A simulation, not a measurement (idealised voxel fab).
Process module heading - voxel air gaps
FYI the section here is cut, 190 nm wide, cells are 5 nm squares.
Cross-section layout: square cells on a grid; listed as bands, top to bottom; a band spans one or more cell rows.
Per band: top height and bottom height in nm, followed by the left-to-right materials and their widths in nm; "everywhere" marks a single material spanning edge to edge, "air" marks empty space.
Basically, 0 is our baseline, since under it the wafer straight out of the box is all one material. The bottom band has no lower end and keeps on going down, so it looks like "0 and below".
It should be noted that a width expressed as "30..40" varies in equal increments from row to row of cells within the band, taking the value of the first number at the top row and that of the second number at the bottom row.
Where the words "all unchanged" appear for a step, the cross-section shows no cell changed by that step; every cell remained as before.
The entry titled "Trapped cavities" provides the empty spaces that have no open way to the top, restricted to those of 8 cells or more. Each is presented as width x height at distance, the distance being measured from the left edge, with all three in nm.
after a step's settings: what the simulator itself notes on the step
"overlay nm" answers the question of how far to the right of plan the mask lay on a step that has a mask, and when it is negative the answer is to the left.

### Listed below are the process steps as planned
1. RECEIVE [material Si]
2. CONFORMAL_DEP [material SiO2] [thk nm 15]
3. CONFORMAL_DEP [material SiCN] [thk nm 5]
4. DIRECTIONAL_DEP [material lowk] [thk nm 35]
5. DIRECTIONAL_DEP [material aC] [thk nm 15]
6. PATTERN [tone open] [mask id LINES] [material resist] [width nm 15] [pitch nm 45] [thk nm 30] [overlay nm -15]
7. DIRECTIONAL_ETCH [etch materials aC] [depth nm 15]
8. STRIP [etch materials resist]
9. DIRECTIONAL_ETCH [etch materials lowk] [depth nm 35]
10. STRIP [etch materials aC]
11. CONFORMAL_DEP [material TiN] [thk nm 5]
12. FILL_DEP [material Cu] [thk nm 10]
13. CMP [height nm 55]
14. EPI [material Ru] [thk nm 10]
15. SELECTIVE_ETCH [etch materials lowk] [depth nm 45]
16. CONFORMAL_DEP [material SiCN] [thk nm 5]
The value of overlay nm given for step 6 in the plan refers to the first wafer; the wafers vary in this setting and are alike at the start.

### Sectional view: first of several wafers, as received, after step 1
0 and below = Si everywhere
Trapped cavities: none

### Shown in cross-section: the first of several wafers at the end of the module, after its last step, step 16
70 down to 65 = 10 air; 135 SiCN; 45 air
65 down to 55 = 10 air; 5 SiCN; 35 Ru; 10 SiCN; 35 Ru; 10 SiCN; 35 Ru; 5 SiCN; 45 air
55 down to 50 = 10 air; 15 SiCN; 5 TiN; 5 Cu; 5 TiN; 30 SiCN; 5 TiN; 5 Cu; 5 TiN; 30 SiCN; 5 TiN; 5 Cu; 5 TiN; 15 SiCN; 45 air
50 down to 25 = 20 air; 5 SiCN; 5 TiN; 5 Cu; 5 TiN; 5 SiCN; 20 air; 5 SiCN; 5 TiN; 5 Cu; 5 TiN; 5 SiCN; 20 air; 5 SiCN; 5 TiN; 5 Cu; 5 TiN; 5 SiCN; 55 air
25 down to 20 = 25 SiCN; 15 TiN; 30 SiCN; 15 TiN; 30 SiCN; 15 TiN; 60 SiCN
20 down to 15 = SiCN everywhere
15 down to 0 = SiO2 everywhere
0 and below = Si everywhere
Trapped cavities: 20 x 25 at 45; 20 x 25 at 90

### Wafer cross-section (last wafer, module end)
70 down to 65 = 40 air; 135 SiCN; 15 air
65 down to 55 = 40 air; 5 SiCN; 35 Ru; 10 SiCN; 35 Ru; 10 SiCN; 35 Ru; 5 SiCN; 15 air
55 down to 50 = 40 air; 15 SiCN; 5 TiN; 5 Cu; 5 TiN; 30 SiCN; 5 TiN; 5 Cu; 5 TiN; 30 SiCN; 5 TiN; 5 Cu; 5 TiN; 15 SiCN; 15 air
50 down to 25 = 50 air; 5 SiCN; 5 TiN; 5 Cu; 5 TiN; 5 SiCN; 20 air; 5 SiCN; 5 TiN; 5 Cu; 5 TiN; 5 SiCN; 20 air; 5 SiCN; 5 TiN; 5 Cu; 5 TiN; 5 SiCN; 25 air
25 down to 20 = 55 SiCN; 15 TiN; 30 SiCN; 15 TiN; 30 SiCN; 15 TiN; 30 SiCN
20 down to 15 = SiCN everywhere
15 down to 0 = SiO2 everywhere
0 and below = Si everywhere
Trapped cavities: 20 x 25 at 75; 20 x 25 at 120

### Below, a row for every wafer. Read it as the end-of-module picture: for each material the wafer shows its cells gained (+) or lost (-) since it was received, and then its closed voids
overlay nm -15 | +18 Cu | +42 Ru | +154 SiCN | +114 SiO2 | +45 TiN | Trapped cavities: 20 x 25 at 45; 20 x 25 at 90
overlay nm -10 | +18 Cu | +42 Ru | +154 SiCN | +114 SiO2 | +45 TiN | Trapped cavities: 20 x 25 at 50; 20 x 25 at 95
overlay nm -5 | +18 Cu | +42 Ru | +154 SiCN | +114 SiO2 | +45 TiN | Trapped cavities: 20 x 25 at 55; 20 x 25 at 100
overlay nm 0 | +18 Cu | +42 Ru | +154 SiCN | +114 SiO2 | +45 TiN | Trapped cavities: 20 x 25 at 60; 20 x 25 at 105
overlay nm 5 | +18 Cu | +42 Ru | +154 SiCN | +114 SiO2 | +45 TiN | Trapped cavities: 20 x 25 at 65; 20 x 25 at 110
overlay nm 10 | +18 Cu | +42 Ru | +154 SiCN | +114 SiO2 | +45 TiN | Trapped cavities: 20 x 25 at 70; 20 x 25 at 115
overlay nm 15 | +18 Cu | +42 Ru | +154 SiCN | +114 SiO2 | +45 TiN | Trapped cavities: 20 x 25 at 75; 20 x 25 at 120
